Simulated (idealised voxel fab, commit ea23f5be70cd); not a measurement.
Name of the process module below: voxel capacitor over wiring
The figure presents cross-section cut, which has a width of 165 nm and is divided into square cells with an edge length of 5 nm.
When this document writes out a cross-section, it uses a grid of square cells and lists it as bands, beginning at the top and moving down, with a band standing for one or more rows of cells.
Within each band entry, the heights of the top and of the bottom of the band appear first, in that order and in nm; the materials of the band then follow from left to right, each with its corresponding width in nm. The designation "all across" on a single material indicates that it fills the band from edge to edge; the designation "blank" indicates empty space.
Convention: height 0 is the level below which the wafer, as received, is all one material. The lowest band does not terminate at the bottom but continues downward, represented as "0 and below".
With a width like "30->40", each row of cells in the band differs from the next by the same amount, the top row carrying the first number and the bottom row the second.
"remained unchanged" for a step: no cell of the cross-section changed in that step.
If an empty space has no open way to the top and is at least 8 cells in size, "Catalogued sealed voids" lists it, written width x height at distance, where distance is measured from the left edge and every value is in nm.
On each step's line, the part that comes after the settings is the simulator's own comment on the step.
"overlay nm" answers the question of how far to the right of plan the mask lay on a step that has a mask, and when it is negative the answer is to the left.

# The process steps that were planned are listed below
1) RECEIVE with material Si
2) CONFORMAL_DEP with material SiO2, thk nm 10
3) DIRECTIONAL_DEP with material TiN, thk nm 5
4) DIRECTIONAL_DEP with material Ru, thk nm 25
5) DIRECTIONAL_DEP with material aC, thk nm 15
6) PATTERN with tone cover, mask id METAL_1, material resist, width nm 20, pitch nm 75, thk nm 35, overlay nm 0
7) DIRECTIONAL_ETCH with etch materials aC, depth nm 15
8) STRIP with etch materials resist
9) DIRECTIONAL_ETCH with etch materials Ru, depth nm 25
10) DIRECTIONAL_ETCH with etch materials TiN, depth nm 5
11) STRIP with etch materials aC
12) FILL_DEP with material SiO2, thk nm 10
13) CMP with height nm 40
14) CONFORMAL_DEP with material SiCN, thk nm 5
15) DIRECTIONAL_DEP with material SiO2, thk nm 20
16) DIRECTIONAL_DEP with material aC, thk nm 15
17) PATTERN with tone open, mask id PLUG_1, material resist, width nm 15, thk nm 30, overlay nm 0
18) DIRECTIONAL_ETCH with etch materials aC, depth nm 15
19) STRIP with etch materials resist
20) DIRECTIONAL_ETCH with etch materials SiO2, depth nm 20
21) DIRECTIONAL_ETCH with etch materials SiCN, depth nm 5
22) STRIP with etch materials aC
23) EPI with material Ru, thk nm 10
24) EPI with material Ru, thk nm 10
25) EPI with material Ru, thk nm 5
26) DIRECTIONAL_DEP with material TiN, thk nm 5
27) DIRECTIONAL_DEP with material HfO2, thk nm 5
28) DIRECTIONAL_DEP with material TiN, thk nm 10
29) MASKED_ETCH with tone cover, mask id UPPER_PLATE, width nm 60, etch materials TiN, depth nm 10, overlay nm 0
30) MASKED_ETCH with tone cover, mask id UPPER_PLATE, width nm 60, etch materials HfO2, depth nm 5, overlay nm 0
31) MASKED_ETCH with tone cover, mask id LOWER_PLATE, width nm 70, etch materials TiN, depth nm 5, overlay nm 0
32) FILL_DEP with material SiO2, thk nm 20
33) CMP with height nm 100
34) MASKED_ETCH with tone open, mask id PLUG_2, width nm 15, etch materials SiO2, depth nm 15, overlay nm 0
35) CONFORMAL_DEP with material TiN, thk nm 5
36) FILL_DEP with material Cu, thk nm 10
37) CMP with height nm 100
38) CONFORMAL_DEP with material SiN, thk nm 5

# The following pertains to the first of two wafers, which was processed as planned

# Incoming wafer in cross-section (state: after step 1)
    0 and below | Si all across
    Catalogued sealed voids: none

# The wafer, seen in cross-section, after step 2
    10 down to 0 | SiO2 all across
    Heights below 0 show no change.

# The wafer, seen in cross-section, after step 3
    15 down to 10 | TiN all across
    Heights below 10 show no change.

# The wafer, seen in cross-section, after step 4
    40 down to 15 | Ru all across
    Heights below 15 show no change.

# The wafer, seen in cross-section, after step 5
    55 down to 40 | aC all across
    Heights below 40 show no change.

# The wafer, seen in cross-section, after step 6
    90 down to 55 | blank 35, resist 20, blank 55, resist 20, blank 35
    Heights below 55 show no change.

# The wafer, seen in cross-section, after step 7
    75 down to 55 | blank 35, resist 20, blank 55, resist 20, blank 35
    55 down to 40 | blank 35, aC 20, blank 55, aC 20, blank 35
    Heights below 40 show no change.

# The wafer, seen in cross-section, after step 8
    55 down to 40 | blank 35, aC 20, blank 55, aC 20, blank 35
    Heights below 40 show no change.

# The wafer, seen in cross-section, after step 9
    55 down to 40 | blank 35, aC 20, blank 55, aC 20, blank 35
    40 down to 15 | blank 35, Ru 20, blank 55, Ru 20, blank 35
    Heights below 15 show no change.

# The wafer, seen in cross-section, after step 10
    55 down to 40 | blank 35, aC 20, blank 55, aC 20, blank 35
    40 down to 15 | blank 35, Ru 20, blank 55, Ru 20, blank 35
    15 down to 10 | blank 35, TiN 20, blank 55, TiN 20, blank 35
    Heights below 10 show no change.

# The wafer, seen in cross-section, after step 11
    40 down to 15 | blank 35, Ru 20, blank 55, Ru 20, blank 35
    Heights below 15 show no change.

# The wafer, seen in cross-section, after step 12
    50 down to 40 | SiO2 all across
    40 down to 15 | SiO2 35, Ru 20, SiO2 55, Ru 20, SiO2 35
    15 down to 10 | SiO2 35, TiN 20, SiO2 55, TiN 20, SiO2 35
    Heights below 10 show no change.

# The wafer, seen in cross-section, after step 13
    40 down to 15 | SiO2 35, Ru 20, SiO2 55, Ru 20, SiO2 35
    Heights below 15 show no change.

# The wafer, seen in cross-section, after step 14
    45 down to 40 | SiCN all across
    Heights below 40 show no change.

# The wafer, seen in cross-section, after step 15
    65 down to 45 | SiO2 all across
    Heights below 45 show no change.

# The wafer, seen in cross-section, after step 16
    80 down to 65 | aC all across
    Heights below 65 show no change.

# The wafer, seen in cross-section, after step 17
    110 down to 80 | resist 40, blank 15, resist 110
    Heights below 80 show no change.

# The wafer, seen in cross-section, after step 18
    95 down to 80 | resist 40, blank 15, resist 110
    80 down to 65 | aC 40, blank 15, aC 110
    Heights below 65 show no change.

# The wafer, seen in cross-section, after step 19
    80 down to 65 | aC 40, blank 15, aC 110
    Heights below 65 show no change.

# The wafer, seen in cross-section, after step 20
    80 down to 65 | aC 40, blank 15, aC 110
    65 down to 45 | SiO2 40, blank 15, SiO2 110
    Heights below 45 show no change.

# The wafer, seen in cross-section, after step 21
    80 down to 65 | aC 40, blank 15, aC 110
    65 down to 45 | SiO2 40, blank 15, SiO2 110
    45 down to 40 | SiCN 40, blank 15, SiCN 110
    Heights below 40 show no change.

# The wafer, seen in cross-section, after step 22
    65 down to 45 | SiO2 40, blank 15, SiO2 110
    Heights below 45 show no change.

# The wafer, seen in cross-section, after step 23
    65 down to 50 | SiO2 40, blank 15, SiO2 110
    50 down to 45 | SiO2 40, Ru 15, SiO2 110
    45 down to 40 | SiCN 40, Ru 15, SiCN 110
    Heights below 40 show no change.

# The wafer, seen in cross-section, after step 24
    65 down to 60 | SiO2 40, blank 15, SiO2 110
    60 down to 45 | SiO2 40, Ru 15, SiO2 110
    Heights below 45 show no change.

# The wafer, seen in cross-section, after step 25
    65 down to 45 | SiO2 40, Ru 15, SiO2 110
    Heights below 45 show no change.

# The wafer, seen in cross-section, after step 26
    70 down to 65 | TiN all across
    Heights below 65 show no change.

# The wafer, seen in cross-section, after step 27
    75 down to 70 | HfO2 all across
    Heights below 70 show no change.

# The wafer, seen in cross-section, after step 28
    85 down to 75 | TiN all across
    Heights below 75 show no change.

# The wafer, seen in cross-section, after step 29
    85 down to 75 | blank 40, TiN 60, blank 65
    Heights below 75 show no change.

# The wafer, seen in cross-section, after step 30
    85 down to 75 | blank 40, TiN 60, blank 65
    75 down to 70 | blank 40, HfO2 60, blank 65
    Heights below 70 show no change.

# The wafer, seen in cross-section, after step 31
    85 down to 75 | blank 40, TiN 60, blank 65
    75 down to 70 | blank 40, HfO2 60, blank 65
    70 down to 65 | blank 35, TiN 70, blank 60
    Heights below 65 show no change.

# The wafer, seen in cross-section, after step 32
    105 down to 85 | SiO2 all across
    85 down to 75 | SiO2 40, TiN 60, SiO2 65
    75 down to 70 | SiO2 40, HfO2 60, SiO2 65
    70 down to 65 | SiO2 35, TiN 70, SiO2 60
    Heights below 65 show no change.

# The wafer, seen in cross-section, after step 33
    100 down to 85 | SiO2 all across
    Heights below 85 show no change.

# The wafer, seen in cross-section, after step 34
    100 down to 85 | SiO2 50, blank 15, SiO2 100
    Heights below 85 show no change.

# The wafer, seen in cross-section, after step 35
    105 down to 100 | TiN 55, blank 5, TiN 105
    100 down to 90 | SiO2 50, TiN 5, blank 5, TiN 5, SiO2 100
    90 down to 85 | SiO2 50, TiN 15, SiO2 100
    Heights below 85 show no change.

# The wafer, seen in cross-section, after step 36
    115 down to 105 | Cu all across
    105 down to 100 | TiN 55, Cu 5, TiN 105
    100 down to 90 | SiO2 50, TiN 5, Cu 5, TiN 5, SiO2 100
    Heights below 90 show no change.

# The wafer, seen in cross-section, after step 37
    100 down to 90 | SiO2 50, TiN 5, Cu 5, TiN 5, SiO2 100
    Heights below 90 show no change.

# The wafer, seen in cross-section, after step 38
    105 down to 100 | SiN all across
    Heights below 100 show no change.

# Wafer two: like wafer one in start and plan, but with one mistake in execution; identical up to and including step 30

# Second wafer cross-section, taken as of the time the plan sets for step 31 to be done
    80 down to 75 | blank 40, TiN 60, blank 65
    75 down to 70 | blank 40, HfO2 60, blank 65
    70 down to 65 | TiN 35, blank 5, TiN 60, blank 5, TiN 60
    Heights below 65 show no change.

# Second wafer cross-section, taken as of the time the plan sets for step 32 to be done
    100 down to 80 | SiO2 all across
    80 down to 75 | SiO2 40, TiN 60, SiO2 65
    75 down to 70 | SiO2 40, HfO2 60, SiO2 65
    70 down to 65 | TiN 35, SiO2 5, TiN 60, SiO2 5, TiN 60
    Heights below 65 show no change.

Second wafer cross-section, taken as of the time the plan sets for step 33 to be done: remained unchanged

# Second wafer cross-section, taken as of the time the plan sets for step 34 to be done
    100 down to 85 | SiO2 50, blank 15, SiO2 100
    Heights below 85 show no change.

# Second wafer cross-section, taken as of the time the plan sets for step 35 to be done
    105 down to 100 | TiN 55, blank 5, TiN 105
    100 down to 90 | SiO2 50, TiN 5, blank 5, TiN 5, SiO2 100
    90 down to 85 | SiO2 50, TiN 15, SiO2 100
    Heights below 85 show no change.

# Second wafer cross-section, taken as of the time the plan sets for step 36 to be done
    115 down to 105 | Cu all across
    105 down to 100 | TiN 55, Cu 5, TiN 105
    100 down to 90 | SiO2 50, TiN 5, Cu 5, TiN 5, SiO2 100
    Heights below 90 show no change.

# Second wafer cross-section, taken as of the time the plan sets for step 37 to be done
    100 down to 90 | SiO2 50, TiN 5, Cu 5, TiN 5, SiO2 100
    Heights below 90 show no change.

# Second wafer cross-section, taken as of the time the plan sets for step 38 to be done
    105 down to 100 | SiN all across
    Heights below 100 show no change.
It is concluded that the wafer was processed incorrectly with respect to the plan, in that step 31 changed vs plan, executed as MASKED_ETCH with tone open, mask id LOWER_PLATE, width nm 70, etch materials TiN, depth nm 5, overlay nm 0
Upon completion, the second wafer contains, in terms of cells, a greater or smaller amount of certain materials than the first wafer: SiO2: 5 fewer | TiN: 5 more
